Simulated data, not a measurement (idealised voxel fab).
The process module that follows is named voxel fin reveal.
cross-section cut | 265 nm wide | cells 5 nm
Reading order for cross-sections: top band down to bottom band. Underlying form: a grid of square cells. Band size: one or more rows of cells. Look at the band entry: it leads with the top's height and the bottom's height in nm. Then it lists the materials left to right, with a width in nm for each. The word "full width" on a single material says that material fills the band edge to edge. The word "empty" is empty space. Heads up on the height convention: 0 is the point under which the incoming wafer is all one material, and the lowest band has no bottom, it just keeps going down, like "0..down". Note: "30..40" means the width goes from the first number (top row of the band) to the second number (bottom row) in equal steps per row of cells. Where the words "nothing altered" appear for a step, the cross-section shows no cell changed by that step; every cell remained as before. Enclosed cavity list: empty space of 8 cells or more with no open way to the top, each as width x height at its distance from the left edge, in nm. On a step's line, text after the settings is the simulator commenting on that step. When a step includes a mask, the "overlay nm" setting on its line states how far to the right of its planned place that mask lay, and negative values state how far to the left.

# Intended process steps
- 1: RECEIVE (material Si)
- 2: CONFORMAL_DEP (material SiN; thk nm 10)
- 3: DIRECTIONAL_DEP (material aC; thk nm 15)
- 4: PATTERN (tone cover; mask id FINS; material resist; width nm 15; pitch nm 40; thk nm 35; overlay nm 0)
- 5: DIRECTIONAL_ETCH (etch materials aC; depth nm 15)
- 6: STRIP (etch materials resist)
- 7: DIRECTIONAL_ETCH (etch materials SiN; depth nm 10)
- 8: DIRECTIONAL_ETCH (etch materials Si; depth nm 30)
- 9: STRIP (etch materials aC)
- 10: OXIDIZE (depth nm 5)
- 11: FILL_DEP (material SiO2; thk nm 10)
- 12: CMP (height nm 10)
- 13: SELECTIVE_ETCH (etch materials SiO2; depth nm 30)
- 14: STRIP (etch materials SiN)
- 15: CONFORMAL_DEP (material SiO2; thk nm 5)

# The first wafer of two, processed as planned

# Step 1 complete: cross-section of the wafer as received
* 0..down: Si full width
* Enclosed cavity list: none

# The wafer, seen in cross-section, after step 2
* 10..0: SiN full width
* Note: structure below 0 unchanged.

# The wafer, seen in cross-section, after step 3
* 25..10: aC full width
* Note: structure below 10 unchanged.

# The wafer, seen in cross-section, after step 4
* 60..25: empty (85)  resist (15)  empty (25)  resist (15)  empty (25)  resist (15)  empty (85)
* Note: structure below 25 unchanged.

# The wafer, seen in cross-section, after step 5
* 45..25: empty (85)  resist (15)  empty (25)  resist (15)  empty (25)  resist (15)  empty (85)
* 25..10: empty (85)  aC (15)  empty (25)  aC (15)  empty (25)  aC (15)  empty (85)
* Note: structure below 10 unchanged.

# The wafer, seen in cross-section, after step 6
* 25..10: empty (85)  aC (15)  empty (25)  aC (15)  empty (25)  aC (15)  empty (85)
* Note: structure below 10 unchanged.

# The wafer, seen in cross-section, after step 7
* 25..10: empty (85)  aC (15)  empty (25)  aC (15)  empty (25)  aC (15)  empty (85)
* 10..0: empty (85)  SiN (15)  empty (25)  SiN (15)  empty (25)  SiN (15)  empty (85)
* Note: structure below 0 unchanged.

# The wafer, seen in cross-section, after step 8
* 25..10: empty (85)  aC (15)  empty (25)  aC (15)  empty (25)  aC (15)  empty (85)
* 10..0: empty (85)  SiN (15)  empty (25)  SiN (15)  empty (25)  SiN (15)  empty (85)
* 0..-30: empty (85)  Si (15)  empty (25)  Si (15)  empty (25)  Si (15)  empty (85)
* Note: structure below -30 unchanged.

# The wafer, seen in cross-section, after step 9
* 10..0: empty (85)  SiN (15)  empty (25)  SiN (15)  empty (25)  SiN (15)  empty (85)
* Note: structure below 0 unchanged.

# The wafer, seen in cross-section, after step 10
* 10..0: empty (85)  SiN (15)  empty (25)  SiN (15)  empty (25)  SiN (15)  empty (85)
* 0..-30: empty (85)  SiO2 (5)  Si (5)  SiO2 (5)  empty (25)  SiO2 (5)  Si (5)  SiO2 (5)  empty (25)  SiO2 (5)  Si (5)  SiO2 (5)  empty (85)
* -30..-35: SiO2 (90)  Si (5)  SiO2 (35)  Si (5)  SiO2 (35)  Si (5)  SiO2 (90)
* Note: structure below -35 unchanged.

# The wafer, seen in cross-section, after step 11
* 20..10: SiO2 full width
* 10..0: SiO2 (85)  SiN (15)  SiO2 (25)  SiN (15)  SiO2 (25)  SiN (15)  SiO2 (85)
* 0..-35: SiO2 (90)  Si (5)  SiO2 (35)  Si (5)  SiO2 (35)  Si (5)  SiO2 (90)
* Note: structure below -35 unchanged.

# The wafer, seen in cross-section, after step 12
* 10..0: SiO2 (85)  SiN (15)  SiO2 (25)  SiN (15)  SiO2 (25)  SiN (15)  SiO2 (85)
* Note: structure below 0 unchanged.

# The wafer, seen in cross-section, after step 13
* 10..0: empty (85)  SiN (15)  empty (25)  SiN (15)  empty (25)  SiN (15)  empty (85)
* 0..-20: empty (90)  Si (5)  empty (35)  Si (5)  empty (35)  Si (5)  empty (90)
* Note: structure below -20 unchanged.

# The wafer, seen in cross-section, after step 14
* 0..-20: empty (90)  Si (5)  empty (35)  Si (5)  empty (35)  Si (5)  empty (90)
* Note: structure below -20 unchanged.

# The wafer, seen in cross-section, after step 15
* 5..0: empty (85)  SiO2 (15)  empty (25)  SiO2 (15)  empty (25)  SiO2 (15)  empty (85)
* 0..-15: empty (85)  SiO2 (5)  Si (5)  SiO2 (5)  empty (25)  SiO2 (5)  Si (5)  SiO2 (5)  empty (25)  SiO2 (5)  Si (5)  SiO2 (5)  empty (85)
* -15..-35: SiO2 (90)  Si (5)  SiO2 (35)  Si (5)  SiO2 (35)  Si (5)  SiO2 (90)
* Note: structure below -35 unchanged.

# Wafer two. Identical start, identical plan. One mistake in execution. Identical history through step 12

# Second wafer, cross-section, planned end of step 13
* 10..0: SiO2 (85)  empty (15)  SiO2 (25)  empty (15)  SiO2 (25)  empty (15)  SiO2 (85)
* Note: structure below 0 unchanged.

# Second wafer, cross-section, planned end of step 14
* 0..-20: empty (90)  Si (5)  empty (35)  Si (5)  empty (35)  Si (5)  empty (90)
* -20..-30: SiO2 (55)  empty (35)  Si (5)  empty (35)  Si (5)  empty (35)  Si (5)  empty (35)  SiO2 (55)
* Note: structure below -30 unchanged.

# Second wafer, cross-section, planned end of step 15
* 5..0: empty (85)  SiO2 (15)  empty (25)  SiO2 (15)  empty (25)  SiO2 (15)  empty (85)
* 0..-15: empty (85)  SiO2 (5)  Si (5)  SiO2 (5)  empty (25)  SiO2 (5)  Si (5)  SiO2 (5)  empty (25)  SiO2 (5)  Si (5)  SiO2 (5)  empty (85)
* -15..-25: SiO2 (60)  empty (25)  SiO2 (5)  Si (5)  SiO2 (5)  empty (25)  SiO2 (5)  Si (5)  SiO2 (5)  empty (25)  SiO2 (5)  Si (5)  SiO2 (5)  empty (25)  SiO2 (60)
* -25..-35: SiO2 (90)  Si (5)  SiO2 (35)  Si (5)  SiO2 (35)  Si (5)  SiO2 (90)
* Note: structure below -35 unchanged.
Where did the run depart from the plan? steps 13 and 14 of the plan were run in the wrong order, each in the other's place
Materials where the second wafer ends with more or fewer cells than the first: SiO2 -40
